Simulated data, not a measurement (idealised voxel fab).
The following is a process module called voxel spacer lines.
Shown is cross-section cut, with a width of 175 nm and square cells of size 5 nm.
How to read a cross-section here: the picture is a grid of square cells, written as bands going from the top down, and any band can span one or more rows of cells. Read a band's entry like this: the first values are the height of its top and the height of its bottom in nm, and what follows is the sequence of materials from left to right, each with its width in nm. Note that "empty" is empty space, and that a single material marked "everywhere" reaches across the band from edge to edge. Height datum 0, below which the as-received substrate wafer is one material. Lowest band open at the bottom, running downward: "0 and below". The width entry "30..40" should be interpreted row by row: the top row of cells in the band takes the first number, the bottom row takes the second number, and the change between adjacent rows is uniform throughout. The cross-section has no changed cell in any step marked "no modification". Heads up: "Voids lacking openings" only lists the empty pockets with no open path to the top that are 8 cells or more, and it writes them as width x height at distance, distance from the left edge, in nm. That trailing text on a step's line, after the settings, is the simulator's own remark on the step. overlay nm: step with mask; distance mask lay right of planned place; negative value = left of planned place.
**Here's what the planned process steps look like**
1 RECEIVE [material Si]
2 CONFORMAL_DEP [material Al2O3] [thk nm 10]
3 DIRECTIONAL_DEP [material TiN] [thk nm 15]
4 DIRECTIONAL_DEP [material polySi] [thk nm 25]
5 PATTERN [tone cover] [mask id MANDREL] [material resist] [width nm 25] [pitch nm 70] [thk nm 30] [overlay nm 0]
6 DIRECTIONAL_ETCH [etch materials polySi] [depth nm 25]
7 STRIP [etch materials resist]
8 CONFORMAL_DEP [material SiN] [thk nm 10]
9 DIRECTIONAL_ETCH [etch materials SiN] [depth nm 10]
10 STRIP [etch materials polySi]
11 DIRECTIONAL_ETCH [etch materials TiN] [depth nm 15]
12 STRIP [etch materials SiN]
**First of two wafers: run as planned**
**This is the cross-section of the wafer as we received it, i.e. after step 1**
0 and below | Si everywhere
Voids lacking openings: none
**The following cross-section depicts the wafer upon completion of step 2**
10 down to 0 | Al2O3 everywhere
Anything lower than 0 is untouched.
**The following cross-section depicts the wafer upon completion of step 3**
25 down to 10 | TiN everywhere
Anything lower than 10 is untouched.
**The following cross-section depicts the wafer upon completion of step 4**
50 down to 25 | polySi everywhere
Anything lower than 25 is untouched.
**The following cross-section depicts the wafer upon completion of step 5**
80 down to 50 | empty 40 nm  resist 25 nm  empty 45 nm  resist 25 nm  empty 40 nm
Anything lower than 50 is untouched.
**The following cross-section depicts the wafer upon completion of step 6**
80 down to 50 | empty 40 nm  resist 25 nm  empty 45 nm  resist 25 nm  empty 40 nm
50 down to 25 | empty 40 nm  polySi 25 nm  empty 45 nm  polySi 25 nm  empty 40 nm
Anything lower than 25 is untouched.
**The following cross-section depicts the wafer upon completion of step 7**
50 down to 25 | empty 40 nm  polySi 25 nm  empty 45 nm  polySi 25 nm  empty 40 nm
Anything lower than 25 is untouched.
**The following cross-section depicts the wafer upon completion of step 8**
60 down to 50 | empty 30 nm  SiN 45 nm  empty 25 nm  SiN 45 nm  empty 30 nm
50 down to 35 | empty 30 nm  SiN 10 nm  polySi 25 nm  SiN 10 nm  empty 25 nm  SiN 10 nm  polySi 25 nm  SiN 10 nm  empty 30 nm
35 down to 25 | SiN 40 nm  polySi 25 nm  SiN 45 nm  polySi 25 nm  SiN 40 nm
Anything lower than 25 is untouched.
**The following cross-section depicts the wafer upon completion of step 9**
50 down to 25 | empty 30 nm  SiN 10 nm  polySi 25 nm  SiN 10 nm  empty 25 nm  SiN 10 nm  polySi 25 nm  SiN 10 nm  empty 30 nm
Anything lower than 25 is untouched.
**The following cross-section depicts the wafer upon completion of step 10**
50 down to 25 | empty 30 nm  SiN 10 nm  empty 25 nm  SiN 10 nm  empty 25 nm  SiN 10 nm  empty 25 nm  SiN 10 nm  empty 30 nm
Anything lower than 25 is untouched.
**The following cross-section depicts the wafer upon completion of step 11**
50 down to 25 | empty 30 nm  SiN 10 nm  empty 25 nm  SiN 10 nm  empty 25 nm  SiN 10 nm  empty 25 nm  SiN 10 nm  empty 30 nm
25 down to 10 | empty 30 nm  TiN 10 nm  empty 25 nm  TiN 10 nm  empty 25 nm  TiN 10 nm  empty 25 nm  TiN 10 nm  empty 30 nm
Anything lower than 10 is untouched.
**The following cross-section depicts the wafer upon completion of step 12**
25 down to 10 | empty 30 nm  TiN 10 nm  empty 25 nm  TiN 10 nm  empty 25 nm  TiN 10 nm  empty 25 nm  TiN 10 nm  empty 30 nm
Anything lower than 10 is untouched.
**second wafer: like start, like plan, one mistake. Through step 2 it matches the first wafer**
**Second wafer, section view, time point: scheduled end of step 3**
25 down to 0 | Al2O3 everywhere
Anything lower than 0 is untouched.
**Second wafer, section view, time point: scheduled end of step 4**
50 down to 25 | polySi everywhere
Anything lower than 25 is untouched.
**Second wafer, section view, time point: scheduled end of step 5**
80 down to 50 | empty 40 nm  resist 25 nm  empty 45 nm  resist 25 nm  empty 40 nm
Anything lower than 50 is untouched.
**Second wafer, section view, time point: scheduled end of step 6**
80 down to 50 | empty 40 nm  resist 25 nm  empty 45 nm  resist 25 nm  empty 40 nm
50 down to 25 | empty 40 nm  polySi 25 nm  empty 45 nm  polySi 25 nm  empty 40 nm
Anything lower than 25 is untouched.
**Second wafer, section view, time point: scheduled end of step 7**
50 down to 25 | empty 40 nm  polySi 25 nm  empty 45 nm  polySi 25 nm  empty 40 nm
Anything lower than 25 is untouched.
**Second wafer, section view, time point: scheduled end of step 8**
60 down to 50 | empty 30 nm  SiN 45 nm  empty 25 nm  SiN 45 nm  empty 30 nm
50 down to 35 | empty 30 nm  SiN 10 nm  polySi 25 nm  SiN 10 nm  empty 25 nm  SiN 10 nm  polySi 25 nm  SiN 10 nm  empty 30 nm
35 down to 25 | SiN 40 nm  polySi 25 nm  SiN 45 nm  polySi 25 nm  SiN 40 nm
Anything lower than 25 is untouched.
**Second wafer, section view, time point: scheduled end of step 9**
50 down to 25 | empty 30 nm  SiN 10 nm  polySi 25 nm  SiN 10 nm  empty 25 nm  SiN 10 nm  polySi 25 nm  SiN 10 nm  empty 30 nm
Anything lower than 25 is untouched.
**Second wafer, section view, time point: scheduled end of step 10**
50 down to 25 | empty 30 nm  SiN 10 nm  empty 25 nm  SiN 10 nm  empty 25 nm  SiN 10 nm  empty 25 nm  SiN 10 nm  empty 30 nm
Anything lower than 25 is untouched.
Second wafer, section view, time point: scheduled end of step 11: no modification
**Second wafer, section view, time point: scheduled end of step 12**
25 down to 0 | Al2O3 everywhere
Anything lower than 0 is untouched.
Want to know what went wrong? step 3 was not run as planned; what actually ran was DIRECTIONAL_DEP [material Al2O3] [thk nm 15]
Looking at both finished wafers in cells, the second ends up ahead of or behind the first on some materials: Al2O3: 105 more; TiN: 24 fewer
